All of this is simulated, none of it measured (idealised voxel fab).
This section sets out a process module, namely voxel tone inversion.
The cross-section on display is named cut; it measures 295 nm wide, and its cells are 5 nm squares.
Think of the cross-section as a grid of square cells. We describe it in bands, top to bottom, and each band covers one or more rows of those cells. What a band's entry tells you: where the top is and where the bottom is, as heights in nm, and after that what lies inside, material by material from left to right, each with its width in nm. Empty space is written as the word "blank", and a single material marked with the word "all across" occupies the band from edge to edge. Counting heights begins at 0, where everything beneath is, in the wafer as received, one material. The lowest band has no bottom; it goes on downwards, as "top 0, no bottom" shows. The two numbers in a width such as "30->40" mark its ends across the band: the first belongs to the top row of cells, the second to the bottom row, and from each row to the next the width moves by the same amount. Take "no change" at face value: in the step it is given for, the cross-section changed in none of its cells. In the "Completely sealed voids" entry, you get each enclosed empty space of 8 cells or more, one with no open way to the top, written width x height at distance, distance from the left edge, in nm. Post-settings text on a step line: simulator's own remark regarding the step. You can add "overlay nm" to a step's line. For a step with a mask, it describes how far the mask lay to the right of its planned position, and a negative number describes a lay to the left.

[plan]
1. RECEIVE,material Si
2. CONFORMAL_DEP,material SiCN,thk nm 5
3. DIRECTIONAL_DEP,material aC,thk nm 25
4. PATTERN,tone cover,mask id POSTS,material resist,width nm 25,pitch nm 40,thk nm 35,overlay nm 0
5. DIRECTIONAL_ETCH,etch materials aC,depth nm 25
6. STRIP,etch materials resist
7. FILL_DEP,material lowk,thk nm 5
8. CMP,height nm 30
9. STRIP,etch materials aC

[What follows covers the first of two wafers; it ran as planned]

[as received, after step 1]
> top 0, no bottom: Si all across
> Completely sealed voids: none

[after step 2]
> top 5, bottom 0: SiCN all across
> Lower than 0, everything is as it was.

[after step 3]
> top 30, bottom 5: aC all across
> Lower than 5, everything is as it was.

[after step 4]
> top 65, bottom 30: 75 of blank, 25 of resist, 15 of blank, 25 of resist, 15 of blank, 25 of resist, 15 of blank, 25 of resist, 75 of blank
> Lower than 30, everything is as it was.

[after step 5]
> top 40, bottom 30: 75 of blank, 25 of resist, 15 of blank, 25 of resist, 15 of blank, 25 of resist, 15 of blank, 25 of resist, 75 of blank
> top 30, bottom 5: 75 of blank, 25 of aC, 15 of blank, 25 of aC, 15 of blank, 25 of aC, 15 of blank, 25 of aC, 75 of blank
> Lower than 5, everything is as it was.

[after step 6]
> top 30, bottom 5: 75 of blank, 25 of aC, 15 of blank, 25 of aC, 15 of blank, 25 of aC, 15 of blank, 25 of aC, 75 of blank
> Lower than 5, everything is as it was.

[after step 7]
> top 35, bottom 30: lowk all across
> top 30, bottom 5: 75 of lowk, 25 of aC, 15 of lowk, 25 of aC, 15 of lowk, 25 of aC, 15 of lowk, 25 of aC, 75 of lowk
> Lower than 5, everything is as it was.

[after step 8]
> top 30, bottom 5: 75 of lowk, 25 of aC, 15 of lowk, 25 of aC, 15 of lowk, 25 of aC, 15 of lowk, 25 of aC, 75 of lowk
> Lower than 5, everything is as it was.

[after step 9]
> top 30, bottom 5: 75 of lowk, 25 of blank, 15 of lowk, 25 of blank, 15 of lowk, 25 of blank, 15 of lowk, 25 of blank, 75 of lowk
> Lower than 5, everything is as it was.

[The remaining wafer, second of the two, started like the first and was run to the same plan, except that one mistake was made along the way; the two coincide through step 1, inclusive]

[X-section, second wafer, when step 2 was due to finish]
> top 25, bottom 0: aC all across
> Lower than 0, everything is as it was.

[X-section, second wafer, when step 3 was due to finish]
> top 30, bottom 25: SiCN all across
> Lower than 25, everything is as it was.

[X-section, second wafer, when step 4 was due to finish]
> top 65, bottom 30: 75 of blank, 25 of resist, 15 of blank, 25 of resist, 15 of blank, 25 of resist, 15 of blank, 25 of resist, 75 of blank
> Lower than 30, everything is as it was.

[X-section, second wafer, when step 5 was due to finish]
> top 40, bottom 30: 75 of blank, 25 of resist, 15 of blank, 25 of resist, 15 of blank, 25 of resist, 15 of blank, 25 of resist, 75 of blank
> Lower than 30, everything is as it was.

[X-section, second wafer, when step 6 was due to finish]
> top 30, bottom 25: SiCN all across
> Lower than 25, everything is as it was.

[X-section, second wafer, when step 7 was due to finish]
> top 35, bottom 30: lowk all across
> Lower than 30, everything is as it was.

[X-section, second wafer, when step 8 was due to finish]
> top 30, bottom 25: SiCN all across
> Lower than 25, everything is as it was.

X-section, second wafer, when step 9 was due to finish: no change
Plan not followed: steps 2 and 3: order swapped relative to plan
Bottom line after processing is that, in cells, the second wafer is up or down on some materials versus the first: aC: 295 more, lowk: 195 fewer
